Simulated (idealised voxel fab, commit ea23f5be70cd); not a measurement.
process module | voxel transistor to metal
cross-section cut | 215 nm wide | cells 5 nm
A cross-section is a grid of square cells, given in bands from the top down. A band is one or more rows of cells.
Each band's line starts with the height of the band's top and of its bottom, in nm. Then come its materials from left to right, each with its width in nm. One material with "throughout" fills the band from edge to edge. "air" is empty space.
Height 0 is the level under which the wafer as received is all one material. The lowest band goes on downwards, as in "0 down".
A width such as "30 to 40" changes by the same amount from each row of cells to the next, from the band's top row to its bottom row.
"no change" after a step means that no cell of the cross-section changed.
closed voids: empty space of 8 cells or more with no open way to the top, each as width x height at its distance from the left edge, in nm
after a step's settings: what the simulator itself notes on the step
overlay nm, on a step with a mask: how far to the right of its planned place the mask lay; to the left if negative
plan
1 op RECEIVE | material Si
2 op CONFORMAL_DEP | material SiO2 | thk nm 5
3 op CONFORMAL_DEP | material SiN | thk nm 10
4 op MASKED_ETCH | tone cover | mask id ACTIVE | width nm 105 | etch materials SiN | depth nm 10 | overlay nm 0
5 op MASKED_ETCH | tone cover | mask id ACTIVE | width nm 105 | etch materials SiO2 | depth nm 5 | overlay nm 0
6 op MASKED_ETCH | tone cover | mask id ACTIVE | width nm 105 | etch materials Si | depth nm 20 | overlay nm 0
7 op FILL_DEP | material SiO2 | thk nm 10
8 op CMP | height nm 15
9 op SELECTIVE_ETCH | etch materials SiO2 | depth nm 10
10 op STRIP | etch materials SiN
11 op SELECTIVE_ETCH | etch materials SiO2 | depth nm 5
12 op OXIDIZE | depth nm 5
13 op DIRECTIONAL_DEP | material polySi | thk nm 30
14 op DIRECTIONAL_DEP | material SiCN | thk nm 10
15 op PATTERN | tone cover | mask id GATE | material resist | width nm 25 | thk nm 20 | overlay nm 0
16 op DIRECTIONAL_ETCH | etch materials SiCN | depth nm 20
17 op DIRECTIONAL_ETCH | etch materials polySi | depth nm 40
18 op STRIP | etch materials resist
19 op CONFORMAL_DEP | material SiN | thk nm 5
20 op DIRECTIONAL_ETCH | etch materials SiN | depth nm 5
21 op DIRECTIONAL_ETCH | etch materials SiO2 | depth nm 5
22 op EPI | material pSi | thk nm 5
23 op FILL_DEP | material SiO2 | thk nm 10
24 op CMP | height nm 30
25 op STRIP | etch materials polySi
26 op SELECTIVE_ETCH | etch materials SiO2 | depth nm 5
27 op CONFORMAL_DEP | material HfO2 | thk nm 5
28 op CONFORMAL_DEP | material TiN | thk nm 5
29 op FILL_DEP | material W | thk nm 5
30 op CMP | height nm 25
31 op DIRECTIONAL_DEP | material SiO2 | thk nm 15
32 op PATTERN | tone open | mask id CONTACT | material resist | width nm 15 | pitch nm 70 | thk nm 15 | overlay nm 0
33 op DIRECTIONAL_ETCH | etch materials SiO2 | depth nm 40
34 op STRIP | etch materials resist
35 op CONFORMAL_DEP | material TiN | thk nm 5
36 op FILL_DEP | material Ru | thk nm 5
37 op CMP | height nm 40
38 op DIRECTIONAL_DEP | material TiN | thk nm 5
39 op DIRECTIONAL_DEP | material W | thk nm 15
40 op DIRECTIONAL_DEP | material aC | thk nm 15
41 op PATTERN | tone cover | mask id METAL_1 | material resist | width nm 15 | pitch nm 70 | thk nm 35 | overlay nm 0
42 op DIRECTIONAL_ETCH | etch materials aC | depth nm 15
43 op STRIP | etch materials resist
44 op DIRECTIONAL_ETCH | etch materials W | depth nm 15
45 op DIRECTIONAL_ETCH | etch materials TiN | depth nm 5
46 op STRIP | etch materials aC
47 op CONFORMAL_DEP | material SiCN | thk nm 5
48 op FILL_DEP | material lowk | thk nm 5
49 op CMP | height nm 60
50 op CONFORMAL_DEP | material SiN | thk nm 5
as received, after step 1
  0 down: Si throughout
  closed voids: none
a wafer at the end: this start, this plan, one mistake
  65 to 60: SiN throughout
  60 to 45: lowk 60 | SiCN 5 | W 15 | SiCN 5 | lowk 45 | SiCN 5 | W 15 | SiCN 5 | lowk 60
  45 to 40: SiCN 65 | TiN 15 | SiCN 55 | TiN 15 | SiCN 65
  40 to 25: SiO2 65 | TiN 5 | Ru 5 | TiN 5 | SiO2 55 | TiN 5 | Ru 5 | TiN 5 | SiO2 65
  25 to 5: SiO2 65 | TiN 5 | Ru 5 | TiN 5 | SiO2 20 | SiN 5 | HfO2 5 | TiN 5 | W 5 | TiN 5 | HfO2 5 | SiN 5 | TiN 5 | Ru 5 | TiN 5 | SiO2 65
  5 to 0: SiO2 65 | TiN 15 | SiO2 20 | SiN 5 | HfO2 5 | TiN 15 | HfO2 5 | SiN 5 | TiN 15 | SiO2 65
  0 to -5: SiO2 50 | pSi 50 | HfO2 35 | pSi 30 | SiO2 50
  -5 to -20: SiO2 55 | Si 105 | SiO2 55
  -20 down: Si throughout
  closed voids: none
what went wrong: step 15 ran as: op PATTERN | tone cover | mask id GATE | material resist | width nm 25 | thk nm 20 | overlay nm 10
